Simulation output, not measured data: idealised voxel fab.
Process module heading - voxel trench capacitor
FYI the section here is cut, 255 nm wide, cells are 5 nm squares.
For the purposes of this document, a cross-section shall be understood as a grid of square cells, specified as bands listed in top-to-bottom order, each band consisting of one or more rows of cells. This entry defines a band. It first specifies the height of the band's top and the height of its bottom in nm, and then specifies the band's materials from left to right, stating each material with its width in nm. The word "edge to edge" identifies a single material that fills the band from edge to edge, while the word "air" identifies empty space. Height 0 is the level under which the wafer as received is all one material. The lowest band goes on downwards, as in "0 nm and below". A width given as "30 to 40" starts at the first number in the band's top row and ends at the second number in its bottom row, shifting by an equal amount at every step from row to row. Basically "nothing got changed" means that step didn't change any cell in the cross-section. "Non-vented voids" - sealed voids, min. 8 cells, no opening to top; format: width x height at distance (distance from left edge; nm throughout). On a step's line, text after the settings is the simulator commenting on that step. "overlay nm" answers the question of how far to the right of plan the mask lay on a step that has a mask, and when it is negative the answer is to the left.

The planned process steps are enumerated hereunder
step 1: RECEIVE, material Si
step 2: CONFORMAL_DEP, material SiN, thk nm 5
step 3: PATTERN, tone open, mask id TRENCH, material resist, width nm 20, pitch nm 40, thk nm 15, overlay nm 0
step 4: DIRECTIONAL_ETCH, etch materials SiN, depth nm 5
step 5: DIRECTIONAL_ETCH, etch materials Si, depth nm 35
step 6: STRIP, etch materials resist
step 7: CONFORMAL_DEP, material Al2O3, thk nm 5
step 8: FILL_DEP, material polySi, thk nm 5
step 9: CMP, height nm 5

As received (post step 1): cross-section
    0 nm and below = Si edge to edge
    Non-vented voids: none

First of two wafers: cross-section at end of module, run per plan
    5 nm to 0 nm = SiN (55), then Al2O3 (5), then polySi (10), then Al2O3 (5), then SiN (20), then Al2O3 (5), then polySi (10), then Al2O3 (5), then SiN (20), then Al2O3 (5), then polySi (10), then Al2O3 (5), then SiN (20), then Al2O3 (5), then polySi (10), then Al2O3 (5), then SiN (60)
    0 nm to -30 nm = Si (55), then Al2O3 (5), then polySi (10), then Al2O3 (5), then Si (20), then Al2O3 (5), then polySi (10), then Al2O3 (5), then Si (20), then Al2O3 (5), then polySi (10), then Al2O3 (5), then Si (20), then Al2O3 (5), then polySi (10), then Al2O3 (5), then Si (60)
    -30 nm to -35 nm = Si (55), then Al2O3 (20), then Si (20), then Al2O3 (20), then Si (20), then Al2O3 (20), then Si (20), then Al2O3 (20), then Si (60)
    -35 nm and below = Si edge to edge
    Non-vented voids: none

Wafer two (of two), end-of-module cross-section: start = wafer one, plan = wafer one, one run mistake
    5 nm to 0 nm = SiN (55), then Al2O3 (5), then polySi (10), then Al2O3 (5), then SiN (20), then Al2O3 (5), then polySi (10), then Al2O3 (5), then SiN (20), then Al2O3 (5), then polySi (10), then Al2O3 (5), then SiN (20), then Al2O3 (5), then polySi (10), then Al2O3 (5), then SiN (60)
    0 nm to -65 nm = Si (55), then Al2O3 (5), then polySi (10), then Al2O3 (5), then Si (20), then Al2O3 (5), then polySi (10), then Al2O3 (5), then Si (20), then Al2O3 (5), then polySi (10), then Al2O3 (5), then Si (20), then Al2O3 (5), then polySi (10), then Al2O3 (5), then Si (60)
    -65 nm to -70 nm = Si (55), then Al2O3 (20), then Si (20), then Al2O3 (20), then Si (20), then Al2O3 (20), then Si (20), then Al2O3 (20), then Si (60)
    -70 nm and below = Si edge to edge
    Non-vented voids: none
Heads up, the wafer didn't run the way we planned it: step 5 from the plan got run twice
End check, counted in cells, second wafer has more or fewer of these materials than the first: 56 more of Al2O3 | 112 fewer of Si | 56 more of polySi
